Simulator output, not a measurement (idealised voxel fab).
Process module, titled voxel ribs on slabs
Section cut is 265 nm wide and gridded with 5 nm square cells.
Notation: cross-section as square-cell grid; stated in bands, top first, going down; one or more cell rows per band. Top height, bottom height, nm. Materials left to right, width each, nm. Single material + "everywhere" = fills band edge to edge. "empty" = empty. Convention: height 0 is the level below which the wafer, as received, is all one material. The lowest band does not terminate at the bottom but continues downward, represented as "0..down". Quick explanation for "30 to 40": the width changes in equal steps down the rows of cells, from the first number in the band's top row to the second number in its bottom row. "no modification" means the step left every cell of the cross-section as it was. The label "Voids, enclosed" introduces a list of the empty spaces, 8 cells or larger, that have no open way up to the top; each entry in it reads width x height at distance, where the distance is taken from the left edge and all three are stated in nm. Read whatever lies past the settings on a step's line as the simulator's own remark about the step. overlay nm: mask right of planned place by this much (step with mask). Neg. = left.

-- The planned process steps are enumerated hereunder
1: op RECEIVE | material Si
2: op DIRECTIONAL_DEP | material SiO2 | thk nm 30
3: op DIRECTIONAL_DEP | material SiN | thk nm 25
4: op PATTERN | tone cover | mask id RIB | material resist | width nm 20 | thk nm 15 | overlay nm 0
5: op DIRECTIONAL_ETCH | etch materials SiN | depth nm 15
6: op STRIP | etch materials resist
7: op PATTERN | tone cover | mask id SLAB | material resist | width nm 60 | thk nm 20 | overlay nm 0
8: op DIRECTIONAL_ETCH | etch materials SiN | depth nm 10
9: op STRIP | etch materials resist
10: op FILL_DEP | material SiO2 | thk nm 15
11: op CMP | height nm 65
12: op DIRECTIONAL_DEP | material W | thk nm 5
13: op PATTERN | tone cover | mask id HEATER | material resist | width nm 30 | thk nm 15 | overlay nm 0
14: op DIRECTIONAL_ETCH | etch materials W | depth nm 5
15: op STRIP | etch materials resist
16: op CONFORMAL_DEP | material SiO2 | thk nm 10
For clarity, it should be stated that the wafers under discussion commence in an identical condition and differ with respect to the width nm of step 7, the plan indicating the value that the first wafer had.

-- As-received cross-section, first of several wafers, post step 1
  0..down  Si everywhere
  Voids, enclosed: none

-- Post step 16, the closing step of the module: first of several wafers, cross-sectioned
  80..75  empty=105 / SiO2=50 / empty=110
  75..70  SiO2 everywhere
  70..65  SiO2=115 / W=30 / SiO2=120
  65..55  SiO2 everywhere
  55..40  SiO2=120 / SiN=20 / SiO2=125
  40..30  SiO2=100 / SiN=60 / SiO2=105
  30..0  SiO2 everywhere
  0..down  Si everywhere
  Voids, enclosed: none

-- Cross-section, last wafer, module completion
  80..75  empty=105 / SiO2=50 / empty=110
  75..70  SiO2 everywhere
  70..65  SiO2=115 / W=30 / SiO2=120
  65..55  SiO2 everywhere
  55..40  SiO2=120 / SiN=20 / SiO2=125
  40..30  SiO2=90 / SiN=85 / SiO2=90
  30..0  SiO2 everywhere
  0..down  Si everywhere
  Voids, enclosed: none

-- Tabulated below, wafer by wafer, are the end-of-module results: for each material, the number of cells gained (+) or lost (-) relative to the as-received state, followed by the closed voids
width nm 60 | +36 SiN | +763 SiO2 | +6 W | Voids, enclosed: none
width nm 65 | +38 SiN | +761 SiO2 | +6 W | Voids, enclosed: none
width nm 70 | +40 SiN | +759 SiO2 | +6 W | Voids, enclosed: none
width nm 75 | +42 SiN | +757 SiO2 | +6 W | Voids, enclosed: none
width nm 80 | +44 SiN | +755 SiO2 | +6 W | Voids, enclosed: none
width nm 85 | +46 SiN | +753 SiO2 | +6 W | Voids, enclosed: none
